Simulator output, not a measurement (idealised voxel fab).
Proc. module: voxel double patterning
In the cross-section labelled cut, the width is 170 nm and each square cell is 5 nm.
When this document writes out a cross-section, it uses a grid of square cells and lists it as bands, beginning at the top and moving down, with a band standing for one or more rows of cells. Band: top height; bottom height; in nm. Then, left to right: material with width in nm, for each material. "edge to edge": a single material spanning edge to edge. "empty": empty space. For the purposes of this specification, 0 denotes the height below which the wafer in its as-received condition is composed wholly of one material, and the lowermost band, lacking a lower limit, extends downward without end, as expressed in "from 0 down". The notation "30 to 40" denotes a width that varies across the rows of cells in the band, beginning at the first number in the top row, finishing at the second number in the bottom row, and changing by an identical amount from each row to the next. Where the words "no modifications" appear for a step, the cross-section shows no cell changed by that step; every cell remained as before. "Cavities, sealed" means: voids of 8 cells or more that are shut off from the top with no open way through. Written width x height at distance, distance from the left edge, in nm. The remark found on a step's line after its settings is issued by the simulator itself and pertains to that step. The line of a step may include "overlay nm". On a step with a mask, this value is how far to the right of its planned place the mask lay. A negative value means the mask lay to the left.
So here's the lineup of process steps we planned
1. RECEIVE [material Si]
2. CONFORMAL_DEP [material SiN] [thk nm 10]
3. DIRECTIONAL_DEP [material SiO2] [thk nm 10]
4. DIRECTIONAL_DEP [material SiCN] [thk nm 5]
5. DIRECTIONAL_DEP [material aC] [thk nm 15]
6. PATTERN [tone open] [mask id FIRST] [material resist] [width nm 15] [pitch nm 50] [thk nm 30] [overlay nm 0]
7. DIRECTIONAL_ETCH [etch materials aC] [depth nm 15]
8. STRIP [etch materials resist]
9. DIRECTIONAL_ETCH [etch materials SiCN] [depth nm 5]
10. STRIP [etch materials aC]
11. DIRECTIONAL_DEP [material aC] [thk nm 15]
12. PATTERN [tone open] [mask id SECOND] [material resist] [width nm 15] [pitch nm 50] [thk nm 30] [overlay nm 0]
13. DIRECTIONAL_ETCH [etch materials aC] [depth nm 15]
14. STRIP [etch materials resist]
15. DIRECTIONAL_ETCH [etch materials SiCN] [depth nm 5]
16. STRIP [etch materials aC]
17. DIRECTIONAL_ETCH [etch materials SiO2] [depth nm 10]
18. STRIP [etch materials SiCN]
Incoming wafer in cross-section (state: after step 1)
  from 0 down: Si edge to edge
  Cavities, sealed: none
End-of-module cross-section of the first of two wafers, processed as planned
  from 20 to 10: SiO2: 25 | empty: 15 | SiO2: 10 | empty: 15 | SiO2: 10 | empty: 15 | SiO2: 10 | empty: 15 | SiO2: 10 | empty: 15 | SiO2: 30
  from 10 to 0: SiN edge to edge
  from 0 down: Si edge to edge
  Cavities, sealed: none
Wafer two, end of module, cross-section. Same start, same plan as wafer one. One mistake in the run
  from 25 to 20: SiN edge to edge
  from 20 to 10: SiO2 edge to edge
  from 10 to 0: SiN edge to edge
  from 0 down: Si edge to edge
  Cavities, sealed: none
Here's what went sideways: planned and actual differ for step 4; actual: DIRECTIONAL_DEP [material SiN] [thk nm 5]
Final difference in cells, second wafer against first, listed per material as more or fewer: SiN +34 | SiO2 +30
